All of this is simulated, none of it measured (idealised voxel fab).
The name of this process module is voxel capacitor over wiring.
The width of the displayed cross-section, cut, is 230 nm; its cells are square, with a size of 5 nm.
Cross-section format: a grid of square cells, given as bands from top to bottom; each band is one or more rows of cells. Basically the band line says how high the top is and how high the bottom is, in nm, and then what's in it from left to right, every material with its width in nm. Empty space shows up as "blank", and if a single material carries "throughout" it runs the full band edge to edge. It should be noted that heights are counted from 0, beneath which the wafer as supplied is of one material throughout, and that the lowest band possesses no lower boundary but continues downward, as written in "0 and below". Graded width ("30->40"): value in top row of band = first number; value in bottom row = second number; row-to-row change constant. "no change", as given for a step, is the statement that not any cell of the cross-section underwent a change during that step. Listed in "Fully enclosed voids": every empty space of 8 or more cells without an open way to the top. Form: width x height at distance, the distance being from the left edge, all in nm. Where a step's line continues beyond its settings, the continuation is a remark by the simulator itself on that step. overlay nm: on a step with a mask, how far right of its planned place the mask lay; negative means left. Read the rest as pairs. Take the cross-section before one process step, then the cross-section after it, which shows only down to the lowest band that changed. Under the pair, find the step between them and its settings. Bear in mind that pairs may come from different runs of this module on the same starting wafer: link a pair to the pair above it only where its entry headed "Pre-step condition" says to.
PRE-STEP CONDITION
* 0 and below: Si throughout
* Fully enclosed voids: none
RESULTING STRUCTURE
* 10 down to 0: SiO2 throughout
* Under the height 0 nothing was changed.
* Fully enclosed voids: none
Upper to lower cross-section via CONFORMAL_DEP with material SiO2, thk nm 10
Pre-step condition: It is represented by the cross-section appearing after the step of the pair directly above.
RESULTING STRUCTURE
* 15 down to 10: SiCN throughout
* Under the height 10 nothing was changed.
* Fully enclosed voids: none
Upper to lower cross-section via CONFORMAL_DEP with material SiCN, thk nm 5
Pre-step condition: It is represented by the cross-section appearing after the step of the pair directly above.
RESULTING STRUCTURE
* 35 down to 15: lowk throughout
* Under the height 15 nothing was changed.
* Fully enclosed voids: none
Upper to lower cross-section via DIRECTIONAL_DEP with material lowk, thk nm 20
Pre-step condition: It is represented by the cross-section appearing after the step of the pair directly above.
RESULTING STRUCTURE
* 35 down to 15: lowk 55 / blank 30 / lowk 60 / blank 30 / lowk 55
* Under the height 15 nothing was changed.
* Fully enclosed voids: none
Upper to lower cross-section via MASKED_ETCH with tone open, mask id METAL_1, width nm 30, pitch nm 90, etch materials lowk, depth nm 20, overlay nm 0
Pre-step condition: It is represented by the cross-section appearing after the step of the pair directly above.
RESULTING STRUCTURE
* 35 down to 15: lowk 55 / blank 30 / lowk 60 / blank 30 / lowk 55
* 15 down to 10: SiCN 55 / blank 30 / SiCN 60 / blank 30 / SiCN 55
* Under the height 10 nothing was changed.
* Fully enclosed voids: none
Upper to lower cross-section via MASKED_ETCH with tone open, mask id METAL_1, width nm 30, pitch nm 90, etch materials SiCN, depth nm 5, overlay nm 0
Pre-step condition: It is represented by the cross-section appearing after the step of the pair directly above.
RESULTING STRUCTURE
* 40 down to 35: TiN 60 / blank 20 / TiN 70 / blank 20 / TiN 60
* 35 down to 15: lowk 55 / TiN 5 / blank 20 / TiN 5 / lowk 60 / TiN 5 / blank 20 / TiN 5 / lowk 55
* 15 down to 10: SiCN 55 / TiN 30 / SiCN 60 / TiN 30 / SiCN 55
* Under the height 10 nothing was changed.
* Fully enclosed voids: none
Upper to lower cross-section via CONFORMAL_DEP with material TiN, thk nm 5
Pre-step condition: It is represented by the cross-section appearing after the step of the pair directly above.
RESULTING STRUCTURE
* 50 down to 40: W throughout
* 40 down to 35: TiN 60 / W 20 / TiN 70 / W 20 / TiN 60
* 35 down to 15: lowk 55 / TiN 5 / W 20 / TiN 5 / lowk 60 / TiN 5 / W 20 / TiN 5 / lowk 55
* Under the height 15 nothing was changed.
* Fully enclosed voids: none
Upper to lower cross-section via FILL_DEP with material W, thk nm 10
Pre-step condition: It is represented by the cross-section appearing after the step of the pair directly above.
RESULTING STRUCTURE
* 35 down to 15: lowk 55 / TiN 5 / W 20 / TiN 5 / lowk 60 / TiN 5 / W 20 / TiN 5 / lowk 55
* Under the height 15 nothing was changed.
* Fully enclosed voids: none
Upper to lower cross-section via CMP with height nm 35
Pre-step condition: It is represented by the cross-section appearing after the step of the pair directly above.
RESULTING STRUCTURE
* 40 down to 35: blank 50 / Ru 40 / blank 50 / Ru 40 / blank 50
* Under the height 35 nothing was changed.
* Fully enclosed voids: none
Upper to lower cross-section via EPI with material Ru, thk nm 5
Pre-step condition: It is represented by the cross-section appearing after the step of the pair directly above.
RESULTING STRUCTURE
* 45 down to 40: SiCN throughout
* 40 down to 35: SiCN 50 / Ru 40 / SiCN 50 / Ru 40 / SiCN 50
* Under the height 35 nothing was changed.
* Fully enclosed voids: none
Upper to lower cross-section via FILL_DEP with material SiCN, thk nm 5
Pre-step condition: It is represented by the cross-section appearing after the step of the pair directly above.
RESULTING STRUCTURE
* 60 down to 45: SiO2 throughout
* Under the height 45 nothing was changed.
* Fully enclosed voids: none
Upper to lower cross-section via DIRECTIONAL_DEP with material SiO2, thk nm 15
Pre-step condition: It is represented by the cross-section appearing after the step of the pair directly above.
RESULTING STRUCTURE
* 60 down to 45: SiO2 70 / blank 15 / SiO2 145
* Under the height 45 nothing was changed.
* Fully enclosed voids: none
Upper to lower cross-section via MASKED_ETCH with tone open, mask id PLUG_1, width nm 15, etch materials SiO2, depth nm 15, overlay nm 0
Pre-step condition: It is represented by the cross-section appearing after the step of the pair directly above.
RESULTING STRUCTURE
* 60 down to 45: SiO2 70 / blank 15 / SiO2 145
* 45 down to 40: SiCN 70 / blank 15 / SiCN 145
* Under the height 40 nothing was changed.
* Fully enclosed voids: none
Upper to lower cross-section via MASKED_ETCH with tone open, mask id PLUG_1, width nm 15, etch materials SiCN, depth nm 5, overlay nm 0
Pre-step condition: It is represented by the cross-section appearing after the step of the pair directly above.
RESULTING STRUCTURE
* 60 down to 50: SiO2 70 / blank 15 / SiO2 145
* 50 down to 45: SiO2 70 / Ru 15 / SiO2 145
* 45 down to 40: SiCN 70 / Ru 15 / SiCN 145
* Under the height 40 nothing was changed.
* Fully enclosed voids: none
Upper to lower cross-section via EPI with material Ru, thk nm 10
Pre-step condition: It is represented by the cross-section appearing after the step of the pair directly above.
RESULTING STRUCTURE
* 60 down to 45: SiO2 70 / Ru 15 / SiO2 145
* Under the height 45 nothing was changed.
* Fully enclosed voids: none
Upper to lower cross-section via EPI with material Ru, thk nm 10
Pre-step condition: It is represented by the cross-section appearing after the step of the pair directly above.
RESULTING STRUCTURE
* 65 down to 60: TiN throughout
* Under the height 60 nothing was changed.
* Fully enclosed voids: none
Upper to lower cross-section via DIRECTIONAL_DEP with material TiN, thk nm 5
Pre-step condition: It is represented by the cross-section appearing after the step of the pair directly above.
RESULTING STRUCTURE
* 70 down to 65: SiN throughout
* Under the height 65 nothing was changed.
* Fully enclosed voids: none
Upper to lower cross-section via DIRECTIONAL_DEP with material SiN, thk nm 5
Pre-step condition: It is represented by the cross-section appearing after the step of the pair directly above.
RESULTING STRUCTURE
* 75 down to 70: TiN throughout
* Under the height 70 nothing was changed.
* Fully enclosed voids: none
Upper to lower cross-section via DIRECTIONAL_DEP with material TiN, thk nm 5
Pre-step condition: It is represented by the cross-section appearing after the step of the pair directly above.
RESULTING STRUCTURE
* 90 down to 75: blank 70 / resist 65 / blank 95
* Under the height 75 nothing was changed.
* Fully enclosed voids: none
Upper to lower cross-section via PATTERN with tone cover, mask id UPPER_PLATE, material resist, width nm 65, thk nm 15, overlay nm 0
Pre-step condition: It is represented by the cross-section appearing after the step of the pair directly above.
RESULTING STRUCTURE
* 90 down to 75: blank 70 / resist 65 / blank 95
* 75 down to 70: blank 70 / TiN 65 / blank 95
* Under the height 70 nothing was changed.
* Fully enclosed voids: none
Upper to lower cross-section via DIRECTIONAL_ETCH with etch materials TiN, depth nm 5
Pre-step condition: It is represented by the cross-section appearing after the step of the pair directly above.
RESULTING STRUCTURE
* 90 down to 75: blank 70 / resist 65 / blank 95
* 75 down to 70: blank 70 / TiN 65 / blank 95
* 70 down to 65: blank 70 / SiN 65 / blank 95
* Under the height 65 nothing was changed.
* Fully enclosed voids: none
Upper to lower cross-section via DIRECTIONAL_ETCH with etch materials SiN, depth nm 5
Pre-step condition: It is represented by the cross-section appearing after the step of the pair directly above.
RESULTING STRUCTURE
* 75 down to 70: blank 70 / TiN 65 / blank 95
* Under the height 70 nothing was changed.
* Fully enclosed voids: none
Upper to lower cross-section via STRIP with etch materials resist
Pre-step condition: It is represented by the cross-section appearing after the step of the pair directly above.
RESULTING STRUCTURE
* 75 down to 70: blank 70 / TiN 65 / blank 95
* 70 down to 65: blank 70 / SiN 65 / blank 95
* 65 down to 60: blank 65 / TiN 75 / blank 90
* Under the height 60 nothing was changed.
* Fully enclosed voids: none
Upper to lower cross-section via MASKED_ETCH with tone cover, mask id LOWER_PLATE, width nm 75, etch materials TiN, depth nm 5, overlay nm 0
Pre-step condition: It is represented by the cross-section appearing after the step of the pair directly above.
RESULTING STRUCTURE
* 95 down to 75: SiO2 throughout
* 75 down to 70: SiO2 70 / TiN 65 / SiO2 95
* 70 down to 65: SiO2 70 / SiN 65 / SiO2 95
* 65 down to 60: SiO2 65 / TiN 75 / SiO2 90
* Under the height 60 nothing was changed.
* Fully enclosed voids: none
Upper to lower cross-section via FILL_DEP with material SiO2, thk nm 20
Pre-step condition: It is represented by the cross-section appearing after the step of the pair directly above.
RESULTING STRUCTURE
* 90 down to 75: SiO2 throughout
* Under the height 75 nothing was changed.
* Fully enclosed voids: none
Upper to lower cross-section via CMP with height nm 90
Pre-step condition: It is represented by the cross-section appearing after the step of the pair directly above.
RESULTING STRUCTURE
* 110 down to 90: resist 80 / blank 15 / resist 135
* Under the height 90 nothing was changed.
* Fully enclosed voids: none
Upper to lower cross-section via PATTERN with tone open, mask id PLUG_2, material resist, width nm 15, thk nm 20, overlay nm 0
Pre-step condition: It is represented by the cross-section appearing after the step of the pair directly above.
RESULTING STRUCTURE
* 110 down to 90: resist 80 / blank 15 / resist 135
* 90 down to 75: SiO2 80 / blank 15 / SiO2 135
* Under the height 75 nothing was changed.
* Fully enclosed voids: none
Upper to lower cross-section via DIRECTIONAL_ETCH with etch materials SiO2, depth nm 15
Pre-step condition: It is represented by the cross-section appearing after the step of the pair directly above.
RESULTING STRUCTURE
* 90 down to 75: SiO2 80 / blank 15 / SiO2 135
* Under the height 75 nothing was changed.
* Fully enclosed voids: none
Upper to lower cross-section via STRIP with etch materials resist
Pre-step condition: It is represented by the cross-section appearing after the step of the pair directly above.
RESULTING STRUCTURE
* 95 down to 90: TiN 85 / blank 5 / TiN 140
* 90 down to 80: SiO2 80 / TiN 5 / blank 5 / TiN 5 / SiO2 135
* 80 down to 70: SiO2 80->70 / TiN 15->65 / SiO2 135->95
* Under the height 70 nothing was changed.
* Fully enclosed voids: none
Upper to lower cross-section via CONFORMAL_DEP with material TiN, thk nm 5
Pre-step condition: It is represented by the cross-section appearing after the step of the pair directly above.
RESULTING STRUCTURE
* 105 down to 95: Ru throughout
* 95 down to 90: TiN 85 / Ru 5 / TiN 140
* 90 down to 80: SiO2 80 / TiN 5 / Ru 5 / TiN 5 / SiO2 135
* Under the height 80 nothing was changed.
* Fully enclosed voids: none
Upper to lower cross-section via FILL_DEP with material Ru, thk nm 10
Pre-step condition: It is represented by the cross-section appearing after the step of the pair directly above.
RESULTING STRUCTURE
* 90 down to 80: SiO2 80 / TiN 5 / Ru 5 / TiN 5 / SiO2 135
* Under the height 80 nothing was changed.
* Fully enclosed voids: none
Upper to lower cross-section via CMP with height nm 90
Pre-step condition: It is represented by the cross-section appearing after the step of the pair directly above.
RESULTING STRUCTURE
* 95 down to 90: SiN throughout
* Under the height 90 nothing was changed.
* Fully enclosed voids: none
Upper to lower cross-section via CONFORMAL_DEP with material SiN, thk nm 5
PRE-STEP CONDITION
* 105 down to 95: Ru throughout
* 95 down to 90: TiN 85 / Ru 5 / TiN 140
* 90 down to 80: SiO2 80 / TiN 5 / Ru 5 / TiN 5 / SiO2 135
* 80 down to 70: SiO2 80->70 / TiN 15->65 / SiO2 135->95
* 70 down to 65: SiO2 70 / SiN 65 / SiO2 95
* 65 down to 60: SiO2 65 / TiN 75 / SiO2 90
* 60 down to 45: SiO2 70 / Ru 15 / SiO2 145
* 45 down to 40: SiCN 70 / Ru 15 / SiCN 145
* 40 down to 35: SiCN 50 / Ru 40 / SiCN 50 / Ru 40 / SiCN 50
* 35 down to 15: lowk 55 / TiN 5 / W 20 / TiN 5 / lowk 60 / TiN 5 / W 20 / TiN 5 / lowk 55
* 15 down to 10: SiCN 55 / TiN 30 / SiCN 60 / TiN 30 / SiCN 55
* 10 down to 0: SiO2 throughout
* 0 and below: Si throughout
* Fully enclosed voids: none
RESULTING STRUCTURE
* 110 down to 105: SiN throughout
* Under the height 105 nothing was changed.
* Fully enclosed voids: none
Upper to lower cross-section via CONFORMAL_DEP with material SiN, thk nm 5
PRE-STEP CONDITION
* 60 down to 45: SiO2 70 / Ru 15 / SiO2 145
* 45 down to 40: SiCN 70 / Ru 15 / SiCN 145
* 40 down to 35: SiCN 50 / Ru 40 / SiCN 50 / Ru 40 / SiCN 50
* 35 down to 15: lowk 55 / TiN 5 / W 20 / TiN 5 / lowk 60 / TiN 5 / W 20 / TiN 5 / lowk 55
* 15 down to 10: SiCN 55 / TiN 30 / SiCN 60 / TiN 30 / SiCN 55
* 10 down to 0: SiO2 throughout
* 0 and below: Si throughout
* Fully enclosed voids: none
RESULTING STRUCTURE
* 70 down to 60: blank 60 / Ru 35 / blank 135
* Under the height 60 nothing was changed.
* Fully enclosed voids: none
Upper to lower cross-section via EPI with material Ru, thk nm 10
Pre-step condition: It is represented by the cross-section appearing after the step of the pair directly above.
RESULTING STRUCTURE
* 75 down to 70: blank 60 / TiN 35 / blank 135
* 70 down to 65: blank 60 / Ru 35 / blank 135
* 65 down to 60: TiN 60 / Ru 35 / TiN 135
* Under the height 60 nothing was changed.
* Fully enclosed voids: none
Upper to lower cross-section via DIRECTIONAL_DEP with material TiN, thk nm 5
Pre-step condition: It is represented by the cross-section appearing after the step of the pair directly above.
RESULTING STRUCTURE
* 80 down to 75: blank 60 / SiN 35 / blank 135
* 75 down to 70: blank 60 / TiN 35 / blank 135
* 70 down to 65: SiN 60 / Ru 35 / SiN 135
* Under the height 65 nothing was changed.
* Fully enclosed voids: none
Upper to lower cross-section via DIRECTIONAL_DEP with material SiN, thk nm 5
Pre-step condition: It is represented by the cross-section appearing after the step of the pair directly above.
RESULTING STRUCTURE
* 85 down to 80: blank 60 / TiN 35 / blank 135
* 80 down to 75: blank 60 / SiN 35 / blank 135
* 75 down to 70: TiN throughout
* Under the height 70 nothing was changed.
* Fully enclosed voids: none
Upper to lower cross-section via DIRECTIONAL_DEP with material TiN, thk nm 5
Pre-step condition: It is represented by the cross-section appearing after the step of the pair directly above.
RESULTING STRUCTURE
* 100 down to 85: blank 70 / resist 65 / blank 95
* 85 down to 80: blank 60 / TiN 35 / resist 40 / blank 95
* 80 down to 75: blank 60 / SiN 35 / resist 40 / blank 95
* Under the height 75 nothing was changed.
* Fully enclosed voids: none
Upper to lower cross-section via PATTERN with tone cover, mask id UPPER_PLATE, material resist, width nm 65, thk nm 15, overlay nm 0
Pre-step condition: It is represented by the cross-section appearing after the step of the pair directly above.
RESULTING STRUCTURE
* 100 down to 85: blank 70 / resist 65 / blank 95
* 85 down to 80: blank 70 / TiN 25 / resist 40 / blank 95
* 80 down to 75: blank 60 / SiN 35 / resist 40 / blank 95
* 75 down to 70: blank 60 / TiN 75 / blank 95
* Under the height 70 nothing was changed.
* Fully enclosed voids: none
Upper to lower cross-section via DIRECTIONAL_ETCH with etch materials TiN, depth nm 5
Pre-step condition: It is represented by the cross-section appearing after the step of the pair directly above.
RESULTING STRUCTURE
* 100 down to 85: blank 70 / resist 65 / blank 95
* 85 down to 80: blank 70 / TiN 25 / resist 40 / blank 95
* 80 down to 75: blank 70 / SiN 25 / resist 40 / blank 95
* 75 down to 70: blank 60 / TiN 75 / blank 95
* 70 down to 65: blank 60 / Ru 35 / SiN 40 / blank 95
* Under the height 65 nothing was changed.
* Fully enclosed voids: none
Upper to lower cross-section via DIRECTIONAL_ETCH with etch materials SiN, depth nm 5
Pre-step condition: It is represented by the cross-section appearing after the step of the pair directly above.
RESULTING STRUCTURE
* 85 down to 80: blank 70 / TiN 25 / blank 135
* 80 down to 75: blank 70 / SiN 25 / blank 135
* Under the height 75 nothing was changed.
* Fully enclosed voids: none
Upper to lower cross-section via STRIP with etch materials resist
Pre-step condition: It is represented by the cross-section appearing after the step of the pair directly above.
RESULTING STRUCTURE
* 85 down to 80: blank 70 / TiN 25 / blank 135
* 80 down to 75: blank 70 / SiN 25 / blank 135
* 75 down to 70: blank 65 / TiN 70 / blank 95
* 70 down to 65: blank 60 / Ru 35 / SiN 40 / blank 95
* 65 down to 60: blank 60 / Ru 35 / TiN 45 / blank 90
* Under the height 60 nothing was changed.
* Fully enclosed voids: none
Upper to lower cross-section via MASKED_ETCH with tone cover, mask id LOWER_PLATE, width nm 75, etch materials TiN, depth nm 5, overlay nm 0
Pre-step condition: It is represented by the cross-section appearing after the step of the pair directly above.
RESULTING STRUCTURE
* 105 down to 85: SiO2 throughout
* 85 down to 80: SiO2 70 / TiN 25 / SiO2 135
* 80 down to 75: SiO2 70 / SiN 25 / SiO2 135
* 75 down to 70: SiO2 65 / TiN 70 / SiO2 95
* 70 down to 65: SiO2 60 / Ru 35 / SiN 40 / SiO2 95
* 65 down to 60: SiO2 60 / Ru 35 / TiN 45 / SiO2 90
* Under the height 60 nothing was changed.
* Fully enclosed voids: none
Upper to lower cross-section via FILL_DEP with material SiO2, thk nm 20
Pre-step condition: It is represented by the cross-section appearing after the step of the pair directly above.
RESULTING STRUCTURE
* 90 down to 85: SiO2 throughout
* Under the height 85 nothing was changed.
* Fully enclosed voids: none
Upper to lower cross-section via CMP with height nm 90
Pre-step condition: It is represented by the cross-section appearing after the step of the pair directly above.
RESULTING STRUCTURE
* 110 down to 90: resist 80 / blank 15 / resist 135
* Under the height 90 nothing was changed.
* Fully enclosed voids: none
Upper to lower cross-section via PATTERN with tone open, mask id PLUG_2, material resist, width nm 15, thk nm 20, overlay nm 0
Pre-step condition: It is represented by the cross-section appearing after the step of the pair directly above.
RESULTING STRUCTURE
* 110 down to 90: resist 80 / blank 15 / resist 135
* 90 down to 85: SiO2 80 / blank 15 / SiO2 135
* Under the height 85 nothing was changed.
* Fully enclosed voids: none
Upper to lower cross-section via DIRECTIONAL_ETCH with etch materials SiO2, depth nm 15
Pre-step condition: It is represented by the cross-section appearing after the step of the pair directly above.
RESULTING STRUCTURE
* 90 down to 85: SiO2 80 / blank 15 / SiO2 135
* Under the height 85 nothing was changed.
* Fully enclosed voids: none
Upper to lower cross-section via STRIP with etch materials resist
Pre-step condition: It is represented by the cross-section appearing after the step of the pair directly above.
RESULTING STRUCTURE
* 95 down to 90: TiN 85 / blank 5 / TiN 140
* 90 down to 80: SiO2 80->70 / TiN 15->25 / SiO2 135
* Under the height 80 nothing was changed.
* Fully enclosed voids: none
Upper to lower cross-section via CONFORMAL_DEP with material TiN, thk nm 5
Pre-step condition: It is represented by the cross-section appearing after the step of the pair directly above.
RESULTING STRUCTURE
* 105 down to 95: Ru throughout
* 95 down to 90: TiN 85 / Ru 5 / TiN 140
* Under the height 90 nothing was changed.
* Fully enclosed voids: none
Upper to lower cross-section via FILL_DEP with material Ru, thk nm 10
Pre-step condition: It is represented by the cross-section appearing after the step of the pair directly above.
RESULTING STRUCTURE
* 90 down to 80: SiO2 80->70 / TiN 15->25 / SiO2 135
* Under the height 80 nothing was changed.
* Fully enclosed voids: none
Upper to lower cross-section via CMP with height nm 90
Pre-step condition: It is represented by the cross-section appearing after the step of the pair directly above.
RESULTING STRUCTURE
* 95 down to 90: SiN throughout
* Under the height 90 nothing was changed.
* Fully enclosed voids: none
Upper to lower cross-section via CONFORMAL_DEP with material SiN, thk nm 5
PRE-STEP CONDITION
* 10 down to 0: SiO2 throughout
* 0 and below: Si throughout
* Fully enclosed voids: none
RESULTING STRUCTURE
* 30 down to 10: lowk throughout
* Under the height 10 nothing was changed.
* Fully enclosed voids: none
Upper to lower cross-section via DIRECTIONAL_DEP with material lowk, thk nm 20
Pre-step condition: It is represented by the cross-section appearing after the step of the pair directly above.
RESULTING STRUCTURE
* 35 down to 30: SiCN throughout
* Under the height 30 nothing was changed.
* Fully enclosed voids: none
Upper to lower cross-section via CONFORMAL_DEP with material SiCN, thk nm 5
Pre-step condition: It is represented by the cross-section appearing after the step of the pair directly above.
RESULTING STRUCTURE
* 35 down to 30: SiCN 55 / blank 30 / SiCN 60 / blank 30 / SiCN 55
* Under the height 30 nothing was changed.
* Fully enclosed voids: none
Upper to lower cross-section via MASKED_ETCH with tone open, mask id METAL_1, width nm 30, pitch nm 90, etch materials SiCN, depth nm 5, overlay nm 0
Pre-step condition: It is represented by the cross-section appearing after the step of the pair directly above.
RESULTING STRUCTURE
* 40 down to 35: TiN 60 / blank 20 / TiN 70 / blank 20 / TiN 60
* 35 down to 30: SiCN 55 / TiN 30 / SiCN 60 / TiN 30 / SiCN 55
* Under the height 30 nothing was changed.
* Fully enclosed voids: none
Upper to lower cross-section via CONFORMAL_DEP with material TiN, thk nm 5
Pre-step condition: It is represented by the cross-section appearing after the step of the pair directly above.
RESULTING STRUCTURE
* 50 down to 40: W throughout
* 40 down to 35: TiN 60 / W 20 / TiN 70 / W 20 / TiN 60
* Under the height 35 nothing was changed.
* Fully enclosed voids: none
Upper to lower cross-section via FILL_DEP with material W, thk nm 10
Pre-step condition: It is represented by the cross-section appearing after the step of the pair directly above.
RESULTING STRUCTURE
* 35 down to 30: SiCN 55 / TiN 30 / SiCN 60 / TiN 30 / SiCN 55
* Under the height 30 nothing was changed.
* Fully enclosed voids: none
Upper to lower cross-section via CMP with height nm 35
Pre-step condition: It is represented by the cross-section appearing after the step of the pair directly above.
RESULTING STRUCTURE
* 40 down to 35: blank 50 / Ru 40 / blank 50 / Ru 40 / blank 50
* Under the height 35 nothing was changed.
* Fully enclosed voids: none
Upper to lower cross-section via EPI with material Ru, thk nm 5
Pre-step condition: It is represented by the cross-section appearing after the step of the pair directly above.
RESULTING STRUCTURE
* 45 down to 40: SiCN throughout
* 40 down to 35: SiCN 50 / Ru 40 / SiCN 50 / Ru 40 / SiCN 50
* Under the height 35 nothing was changed.
* Fully enclosed voids: none
Upper to lower cross-section via FILL_DEP with material SiCN, thk nm 5
Pre-step condition: It is represented by the cross-section appearing after the step of the pair directly above.
RESULTING STRUCTURE
* 60 down to 45: SiO2 throughout
* Under the height 45 nothing was changed.
* Fully enclosed voids: none
Upper to lower cross-section via DIRECTIONAL_DEP with material SiO2, thk nm 15
Pre-step condition: It is represented by the cross-section appearing after the step of the pair directly above.
RESULTING STRUCTURE
* 60 down to 45: SiO2 70 / blank 15 / SiO2 145
* Under the height 45 nothing was changed.
* Fully enclosed voids: none
Upper to lower cross-section via MASKED_ETCH with tone open, mask id PLUG_1, width nm 15, etch materials SiO2, depth nm 15, overlay nm 0
Pre-step condition: It is represented by the cross-section appearing after the step of the pair directly above.
RESULTING STRUCTURE
* 60 down to 45: SiO2 70 / blank 15 / SiO2 145
* 45 down to 40: SiCN 70 / blank 15 / SiCN 145
* Under the height 40 nothing was changed.
* Fully enclosed voids: none
Upper to lower cross-section via MASKED_ETCH with tone open, mask id PLUG_1, width nm 15, etch materials SiCN, depth nm 5, overlay nm 0
Pre-step condition: It is represented by the cross-section appearing after the step of the pair directly above.
RESULTING STRUCTURE
* 60 down to 50: SiO2 70 / blank 15 / SiO2 145
* 50 down to 45: SiO2 70 / Ru 15 / SiO2 145
* 45 down to 40: SiCN 70 / Ru 15 / SiCN 145
* Under the height 40 nothing was changed.
* Fully enclosed voids: none
Upper to lower cross-section via EPI with material Ru, thk nm 10
Pre-step condition: It is represented by the cross-section appearing after the step of the pair directly above.
RESULTING STRUCTURE
* 60 down to 45: SiO2 70 / Ru 15 / SiO2 145
* Under the height 45 nothing was changed.
* Fully enclosed voids: none
Upper to lower cross-section via EPI with material Ru, thk nm 10
Pre-step condition: It is represented by the cross-section appearing after the step of the pair directly above.
RESULTING STRUCTURE
* 65 down to 60: TiN throughout
* Under the height 60 nothing was changed.
* Fully enclosed voids: none
Upper to lower cross-section via DIRECTIONAL_DEP with material TiN, thk nm 5
Pre-step condition: It is represented by the cross-section appearing after the step of the pair directly above.
RESULTING STRUCTURE
* 70 down to 65: SiN throughout
* Under the height 65 nothing was changed.
* Fully enclosed voids: none
Upper to lower cross-section via DIRECTIONAL_DEP with material SiN, thk nm 5
Pre-step condition: It is represented by the cross-section appearing after the step of the pair directly above.
RESULTING STRUCTURE
* 75 down to 70: TiN throughout
* Under the height 70 nothing was changed.
* Fully enclosed voids: none
Upper to lower cross-section via DIRECTIONAL_DEP with material TiN, thk nm 5
Pre-step condition: It is represented by the cross-section appearing after the step of the pair directly above.
RESULTING STRUCTURE
* 90 down to 75: blank 70 / resist 65 / blank 95
* Under the height 75 nothing was changed.
* Fully enclosed voids: none
Upper to lower cross-section via PATTERN with tone cover, mask id UPPER_PLATE, material resist, width nm 65, thk nm 15, overlay nm 0
Pre-step condition: It is represented by the cross-section appearing after the step of the pair directly above.
RESULTING STRUCTURE
* 90 down to 75: blank 70 / resist 65 / blank 95
* 75 down to 70: blank 70 / TiN 65 / blank 95
* Under the height 70 nothing was changed.
* Fully enclosed voids: none
Upper to lower cross-section via DIRECTIONAL_ETCH with etch materials TiN, depth nm 5
Pre-step condition: It is represented by the cross-section appearing after the step of the pair directly above.
RESULTING STRUCTURE
* 90 down to 75: blank 70 / resist 65 / blank 95
* 75 down to 70: blank 70 / TiN 65 / blank 95
* 70 down to 65: blank 70 / SiN 65 / blank 95
* Under the height 65 nothing was changed.
* Fully enclosed voids: none
Upper to lower cross-section via DIRECTIONAL_ETCH with etch materials SiN, depth nm 5
Pre-step condition: It is represented by the cross-section appearing after the step of the pair directly above.
RESULTING STRUCTURE
* 75 down to 70: blank 70 / TiN 65 / blank 95
* Under the height 70 nothing was changed.
* Fully enclosed voids: none
Upper to lower cross-section via STRIP with etch materials resist
Pre-step condition: It is represented by the cross-section appearing after the step of the pair directly above.
RESULTING STRUCTURE
* 75 down to 70: blank 70 / TiN 65 / blank 95
* 70 down to 65: blank 70 / SiN 65 / blank 95
* 65 down to 60: blank 65 / TiN 75 / blank 90
* Under the height 60 nothing was changed.
* Fully enclosed voids: none
Upper to lower cross-section via MASKED_ETCH with tone cover, mask id LOWER_PLATE, width nm 75, etch materials TiN, depth nm 5, overlay nm 0
Pre-step condition: It is represented by the cross-section appearing after the step of the pair directly above.
RESULTING STRUCTURE
* 95 down to 75: SiO2 throughout
* 75 down to 70: SiO2 70 / TiN 65 / SiO2 95
* 70 down to 65: SiO2 70 / SiN 65 / SiO2 95
* 65 down to 60: SiO2 65 / TiN 75 / SiO2 90
* Under the height 60 nothing was changed.
* Fully enclosed voids: none
Upper to lower cross-section via FILL_DEP with material SiO2, thk nm 20
Pre-step condition: It is represented by the cross-section appearing after the step of the pair directly above.
RESULTING STRUCTURE
* 90 down to 75: SiO2 throughout
* Under the height 75 nothing was changed.
* Fully enclosed voids: none
Upper to lower cross-section via CMP with height nm 90
Pre-step condition: It is represented by the cross-section appearing after the step of the pair directly above.
RESULTING STRUCTURE
* 110 down to 90: resist 80 / blank 15 / resist 135
* Under the height 90 nothing was changed.
* Fully enclosed voids: none
Upper to lower cross-section via PATTERN with tone open, mask id PLUG_2, material resist, width nm 15, thk nm 20, overlay nm 0
Pre-step condition: It is represented by the cross-section appearing after the step of the pair directly above.
RESULTING STRUCTURE
* 110 down to 90: resist 80 / blank 15 / resist 135
* 90 down to 75: SiO2 80 / blank 15 / SiO2 135
* Under the height 75 nothing was changed.
* Fully enclosed voids: none
Upper to lower cross-section via DIRECTIONAL_ETCH with etch materials SiO2, depth nm 15
Pre-step condition: It is represented by the cross-section appearing after the step of the pair directly above.
RESULTING STRUCTURE
* 90 down to 75: SiO2 80 / blank 15 / SiO2 135
* Under the height 75 nothing was changed.
* Fully enclosed voids: none
Upper to lower cross-section via STRIP with etch materials resist
Pre-step condition: It is represented by the cross-section appearing after the step of the pair directly above.
RESULTING STRUCTURE
* 95 down to 90: TiN 85 / blank 5 / TiN 140
* 90 down to 80: SiO2 80 / TiN 5 / blank 5 / TiN 5 / SiO2 135
* 80 down to 70: SiO2 80->70 / TiN 15->65 / SiO2 135->95
* Under the height 70 nothing was changed.
* Fully enclosed voids: none
Upper to lower cross-section via CONFORMAL_DEP with material TiN, thk nm 5
Pre-step condition: It is represented by the cross-section appearing after the step of the pair directly above.
RESULTING STRUCTURE
* 105 down to 95: Ru throughout
* 95 down to 90: TiN 85 / Ru 5 / TiN 140
* 90 down to 80: SiO2 80 / TiN 5 / Ru 5 / TiN 5 / SiO2 135
* Under the height 80 nothing was changed.
* Fully enclosed voids: none
Upper to lower cross-section via FILL_DEP with material Ru, thk nm 10
Pre-step condition: It is represented by the cross-section appearing after the step of the pair directly above.
RESULTING STRUCTURE
* 90 down to 80: SiO2 80 / TiN 5 / Ru 5 / TiN 5 / SiO2 135
* Under the height 80 nothing was changed.
* Fully enclosed voids: none
Upper to lower cross-section via CMP with height nm 90
Pre-step condition: It is represented by the cross-section appearing after the step of the pair directly above.
RESULTING STRUCTURE
* 95 down to 90: SiN throughout
* Under the height 90 nothing was changed.
* Fully enclosed voids: none
Upper to lower cross-section via CONFORMAL_DEP with material SiN, thk nm 5
